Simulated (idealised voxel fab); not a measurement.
The following process module bears the name voxel air gaps.
The cross-section shown here is cut; it is 180 nm wide and divided into square cells measuring 5 nm on a side.
Just so we're on the same page, the cross-sections are grids of square cells, and they're listed out in bands top to bottom, each band one or more rows deep. Basically the band line says how high the top is and how high the bottom is, in nm, and then what's in it from left to right, every material with its width in nm. Empty space shows up as "empty", and if a single material carries "throughout" it runs the full band edge to edge. Note: height 0 marks the level under which the wafer is uniformly one material as received. Lowest band unbounded below, written "0 down". Width spec "30 to 40" -> top row of cells at first value, bottom row at second value, equal per-row change in between. Step note "remains unaltered" = no cross-section cell changed. Voids not open to the top, 8 cells minimum: see "Completely enclosed voids". Written width x height at distance; distance is from the left edge; nm. Formally, on a step line, whatever follows the settings is a remark that the simulator itself makes on the step. A step line may carry the setting "overlay nm", which, for steps involving a mask, states the distance by which the mask lay to the right of its intended position; negative values denote displacement to the left.

## These are the steps we planned for the process
1) RECEIVE, material Si
2) CONFORMAL_DEP, material SiO2, thk nm 15
3) CONFORMAL_DEP, material SiN, thk nm 5
4) DIRECTIONAL_DEP, material SiO2, thk nm 40
5) PATTERN, tone open, mask id LINES, material resist, width nm 15, pitch nm 45, thk nm 20, overlay nm 0
6) DIRECTIONAL_ETCH, etch materials SiO2, depth nm 40
7) STRIP, etch materials resist
8) CONFORMAL_DEP, material TiN, thk nm 5
9) FILL_DEP, material W, thk nm 5
10) CMP, height nm 60
11) EPI, material Ru, thk nm 10
12) SELECTIVE_ETCH, etch materials SiO2, depth nm 50
13) CONFORMAL_DEP, material SiCN, thk nm 5

## Shown in cross-section is the wafer as received, that is, as it stands after step 1
> 0 down = Si throughout
> Completely enclosed voids: none

## The plan above was carried out on the starting structure above with one mistake, and this cross-section shows the wafer at the end of the module
> 75 to 70 = empty (25) | SiCN (135) | empty (20)
> 70 to 60 = empty (25) | SiCN (5) | Ru (35) | SiCN (10) | Ru (35) | SiCN (10) | Ru (35) | SiCN (5) | empty (20)
> 60 to 55 = empty (25) | SiCN (15) | TiN (5) | W (5) | TiN (5) | SiCN (30) | TiN (5) | W (5) | TiN (5) | SiCN (30) | TiN (5) | W (5) | TiN (5) | SiCN (15) | empty (20)
> 55 to 25 = empty (35) | SiCN (5) | TiN (5) | W (5) | TiN (5) | SiCN (5) | empty (20) | SiCN (5) | TiN (5) | W (5) | TiN (5) | SiCN (5) | empty (20) | SiCN (5) | TiN (5) | W (5) | TiN (5) | SiCN (5) | empty (30)
> 25 to 20 = SiCN (40) | TiN (15) | SiCN (30) | TiN (15) | SiCN (30) | TiN (15) | SiCN (35)
> 20 to 15 = SiN throughout
> 15 to 0 = SiO2 throughout
> 0 down = Si throughout
> Completely enclosed voids: 20 x 30 at 60; 20 x 30 at 105
Here's what went sideways: step 5 was run on a setting that differed from the plan, and what really ran there is PATTERN, tone open, mask id LINES, material resist, width nm 15, pitch nm 45, thk nm 20, overlay nm 5
